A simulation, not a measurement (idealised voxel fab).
process module | voxel double patterning
Shown is cross-section cut, with a width of 245 nm and square cells of size 5 nm.
Square cells in a grid make up a cross-section in this document, and the grid is given as bands, listed from the top down, each one or more rows of cells.
It is stipulated that each band's entry specify, in nanometres, the height of the top of the band and then that of its bottom, followed by the materials of the band in left-to-right sequence, each together with its width in nanometres. A single material marked by the word "everywhere" is understood to fill the band from edge to edge; the word "air" is understood to denote empty space.
Height 0 is the level under which the wafer as received is all one material. The lowest band goes on downwards, as in "from 0 down".
A two-number width, for instance "30..40", indicates that the width is equal to the first number in the top row of the band and to the second number in the bottom row, and that it changes by a constant amount per row of cells.
You'll sometimes find "stayed the same" written for a step, and that's the way of saying that nowhere in the cross-section did a cell change during that step.
"Closed void register" means: voids of 8 cells or more that are shut off from the top with no open way through. Written width x height at distance, distance from the left edge, in nm.
If you see something after the settings on a step's line, that's the simulator's own remark about that step.
overlay nm: for a step with a mask, the amount by which the mask lay right of where it was planned; a negative amount means left of it.
**Process steps - plan**
1) RECEIVE, material Si
2) CONFORMAL_DEP, material SiO2, thk nm 10
3) DIRECTIONAL_DEP, material W, thk nm 15
4) DIRECTIONAL_DEP, material SiN, thk nm 5
5) PATTERN, tone open, mask id FIRST, material resist, width nm 15, pitch nm 50, thk nm 20, overlay nm 0
6) DIRECTIONAL_ETCH, etch materials SiN, depth nm 5
7) STRIP, etch materials resist
8) MASKED_ETCH, tone open, mask id SECOND, width nm 15, etch materials SiN, depth nm 5, overlay nm 0
9) DIRECTIONAL_ETCH, etch materials W, depth nm 5
10) STRIP, etch materials SiN
What sets these wafers apart? The depth nm at step 9. They all start alike, and the plan carries the first wafer's value.
**Cut through the first of several wafers as received, post step 1**
from 0 down | Si everywhere
Closed void register: none
**Take any row and you have a wafer at the end of the module: how many cells of each material it has gained (+) or lost (-) since it was received, and then its closed voids**
depth nm 5, +98 SiO2, +138 W, Closed void register: none
depth nm 10, +98 SiO2, +129 W, Closed void register: none
depth nm 15, +98 SiO2, +120 W, Closed void register: none
depth nm 20, +98 SiO2, +120 W, Closed void register: none
depth nm 25, +98 SiO2, +120 W, Closed void register: none
depth nm 30, +98 SiO2, +120 W, Closed void register: none
